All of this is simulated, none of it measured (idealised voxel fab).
A process module follows: voxel wiring stack.
Cross-sectional view cut (width: 170 nm; square cell size: 5 nm).
If you're reading a cross-section in this doc, picture square cells in a grid; it comes to you as bands, top ones listed first down to the bottom, and a band can be one or more rows of cells.
For a band, the entry starts with two heights in nm, that of the top and then that of the bottom, and carries on with the band's materials in order from left to right, each alongside its width in nm; the word "throughout" beside a single material means it fills the band edge to edge, and "empty" means empty space.
It should be noted that heights are counted from 0, beneath which the wafer as supplied is of one material throughout, and that the lowest band possesses no lower boundary but continues downward, as written in "0 nm and below".
The notation "30..40" denotes a width that varies across the rows of cells in the band, beginning at the first number in the top row, finishing at the second number in the bottom row, and changing by an identical amount from each row to the next.
A step reported as "no change occurred" is a step in which no cell of the cross-section changed.
Fully sealed voids: empty space of 8 cells or more with no open way to the top, each as width x height at its distance from the left edge, in nm
What comes after the settings on a step's line is commentary from the simulator itself on that step.
Each step line may optionally specify "overlay nm", which for a step with a mask gives the rightward distance between the mask's planned place and where it lay, a negative value indicating the leftward direction.

So here's the lineup of process steps we planned:
1) RECEIVE, material Si
2) CONFORMAL_DEP, material SiO2, thk nm 15
3) CONFORMAL_DEP, material SiCN, thk nm 5
4) DIRECTIONAL_DEP, material lowk, thk nm 25
5) MASKED_ETCH, tone open, mask id METAL_1, width nm 25, pitch nm 55, etch materials lowk, depth nm 25, overlay nm 0
6) MASKED_ETCH, tone open, mask id METAL_1, width nm 25, pitch nm 55, etch materials SiCN, depth nm 5, overlay nm 0
7) CONFORMAL_DEP, material TiN, thk nm 5
8) FILL_DEP, material Ru, thk nm 10
9) CMP, height nm 45
10) CONFORMAL_DEP, material SiCN, thk nm 5
11) DIRECTIONAL_DEP, material SiO2, thk nm 35
12) PATTERN, tone open, mask id METAL_2_HOLES, material resist, width nm 15, pitch nm 55, thk nm 15, overlay nm 0
13) DIRECTIONAL_ETCH, etch materials SiO2, depth nm 35
14) STRIP, etch materials resist
15) DIRECTIONAL_DEP, material aC, thk nm 10
16) PATTERN, tone open, mask id METAL_2, material resist, width nm 25, pitch nm 55, thk nm 30, overlay nm 0
17) DIRECTIONAL_ETCH, etch materials aC, depth nm 10
18) STRIP, etch materials resist
19) DIRECTIONAL_ETCH, etch materials SiO2, depth nm 20
20) DIRECTIONAL_ETCH, etch materials SiCN, depth nm 5
21) STRIP, etch materials aC
22) CONFORMAL_DEP, material TiN, thk nm 5
23) FILL_DEP, material Cu, thk nm 5
24) CMP, height nm 85
25) CONFORMAL_DEP, material SiCN, thk nm 5

Delivered wafer in cross-section: state after step 1:
- 0 nm and below | Si throughout
- Fully sealed voids: none

The cross-section shown corresponds to the wafer at the conclusion of the module. The initial structure and the process plan are those presented above; however, one mistake occurred in executing the plan:
- 90 nm to 85 nm | SiCN throughout
- 85 nm to 70 nm | SiO2 (15); TiN (5); Cu (15); TiN (5); SiO2 (30); TiN (5); Cu (15); TiN (5); SiO2 (30); TiN (5); Cu (15); TiN (5); SiO2 (20)
- 70 nm to 65 nm | SiO2 (15); TiN (5); Cu (5); TiN (15); SiO2 (30); TiN (5); Cu (5); TiN (15); SiO2 (30); TiN (5); Cu (5); TiN (15); SiO2 (20)
- 65 nm to 50 nm | SiO2 (15); TiN (5); Cu (5); TiN (5); SiO2 (40); TiN (5); Cu (5); TiN (5); SiO2 (40); TiN (5); Cu (5); TiN (5); SiO2 (30)
- 50 nm to 40 nm | SiCN (15); TiN (15..25); SiCN (40..30); TiN (15..25); SiCN (40..30); TiN (15..25); SiCN (30..20)
- 40 nm to 15 nm | lowk throughout
- 15 nm to 0 nm | SiO2 throughout
- 0 nm and below | Si throughout
- Fully sealed voids: none
Run error: deviation from plan: step 4 and step 3 executed in one another's positions
